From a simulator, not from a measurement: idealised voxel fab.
Process module under the name voxel double patterning
Cross-sectional view cut (width: 295 nm; square cell size: 5 nm).
Cross-section, as written here: a square-cell grid given band by band from the top down, where a band holds one or more rows of cells. Top, bottom (nm), then materials left to right with widths (nm); lone material tagged "throughout" fills the whole band edge to edge; "empty" = empty space. Note: height 0 marks the level under which the wafer is uniformly one material as received. Lowest band unbounded below, written "0..down". Think of "30 to 40" as a width that walks from the first number to the second as you go down the band, top row to bottom row, taking equal-sized steps from row to row. Where the words "remained unchanged" appear for a step, the cross-section shows no cell changed by that step; every cell remained as before. "Sealed void inventory" specifies each empty space that is not open to the top and that occupies no fewer than 8 cells, using the form width x height at distance, the distance measured from the left edge and all three quantities in nm. On a step's line, text after the settings is the simulator commenting on that step. If you see "overlay nm" on a step's line and that step has a mask, it's telling you how far right of where it was planned the mask ended up; a negative number means it went left instead.

[So here's the lineup of process steps we planned]
1) RECEIVE: material Si
2) CONFORMAL_DEP: material SiN, thk nm 10
3) DIRECTIONAL_DEP: material SiO2, thk nm 15
4) DIRECTIONAL_DEP: material SiCN, thk nm 5
5) PATTERN: tone open, mask id FIRST, material resist, width nm 15, pitch nm 50, thk nm 15, overlay nm 0
6) DIRECTIONAL_ETCH: etch materials SiCN, depth nm 5
7) STRIP: etch materials resist
8) DIRECTIONAL_DEP: material aC, thk nm 10
9) PATTERN: tone open, mask id SECOND, material resist, width nm 15, thk nm 30, overlay nm 0
10) DIRECTIONAL_ETCH: etch materials aC, depth nm 10
11) STRIP: etch materials resist
12) DIRECTIONAL_ETCH: etch materials SiCN, depth nm 5
13) STRIP: etch materials aC
14) DIRECTIONAL_ETCH: etch materials SiO2, depth nm 15
15) STRIP: etch materials SiCN

[Here's what the wafer looked like in cross-section when it arrived - that's after step 1]
* 0..down | Si throughout
* Sealed void inventory: none

[Starting structure and process plan are as shown above, but one mistake was made in running the module; the wafer cross-section at the end of the module follows]
* 25..10 | SiO2 115  empty 15  SiO2 10  empty 20  SiO2 5  empty 15  SiO2 115
* 10..0 | SiN throughout
* 0..down | Si throughout
* Sealed void inventory: none
What went wrong in running the wafer? step 9 did not happen as planned, as run it was PATTERN: tone open, mask id SECOND, material resist, width nm 20, thk nm 30, overlay nm 0
